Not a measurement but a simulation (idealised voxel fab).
process module | voxel ribs on slabs
cross-section cut | 255 nm wide | cells 5 nm
A cross-section is a grid of square cells, given in bands from the top down. A band is one or more rows of cells.
Each band's line starts with the height of the band's top and of its bottom, in nm. Then come its materials from left to right, each with its width in nm. One material with "throughout" fills the band from edge to edge. "air" is empty space.
Height 0 is the level under which the wafer as received is all one material. The lowest band goes on downwards, as in "0 down".
A width such as "30 to 40" changes by the same amount from each row of cells to the next, from the band's top row to its bottom row.
"no change" after a step means that no cell of the cross-section changed.
closed voids: empty space of 8 cells or more with no open way to the top, each as width x height at its distance from the left edge, in nm
after a step's settings: what the simulator itself notes on the step
overlay nm, on a step with a mask: how far to the right of its planned place the mask lay; to the left if negative
plan
1 op RECEIVE | material Si
2 op DIRECTIONAL_DEP | material SiO2 | thk nm 25
3 op DIRECTIONAL_DEP | material polySi | thk nm 25
4 op MASKED_ETCH | tone cover | mask id RIB | width nm 20 | etch materials polySi | depth nm 5 | overlay nm 0
5 op DIRECTIONAL_DEP | material aC | thk nm 15
6 op PATTERN | tone cover | mask id SLAB | material resist | width nm 70 | thk nm 30 | overlay nm 0
7 op DIRECTIONAL_ETCH | etch materials aC | depth nm 15
8 op STRIP | etch materials resist
9 op DIRECTIONAL_ETCH | etch materials polySi | depth nm 20
10 op STRIP | etch materials aC
11 op FILL_DEP | material SiO2 | thk nm 15
12 op CMP | height nm 60
13 op DIRECTIONAL_DEP | material TiN | thk nm 5
14 op MASKED_ETCH | tone cover | mask id HEATER | width nm 30 | etch materials TiN | depth nm 5 | overlay nm 0
15 op CONFORMAL_DEP | material SiO2 | thk nm 10
as received, after step 1
  0 down: Si throughout
  closed voids: none
a wafer at the end: this start, this plan, one mistake
  75 to 70: air 100 | aC 50 | air 105
  70 to 65: aC throughout
  65 to 60: aC 110 | TiN 30 | aC 115
  60 to 50: SiO2 throughout
  50 to 45: SiO2 115 | polySi 20 | SiO2 120
  45 to 25: SiO2 90 | polySi 70 | SiO2 95
  25 to 0: SiO2 throughout
  0 down: Si throughout
  closed voids: none
what went wrong: step 15 ran as: op CONFORMAL_DEP | material aC | thk nm 10
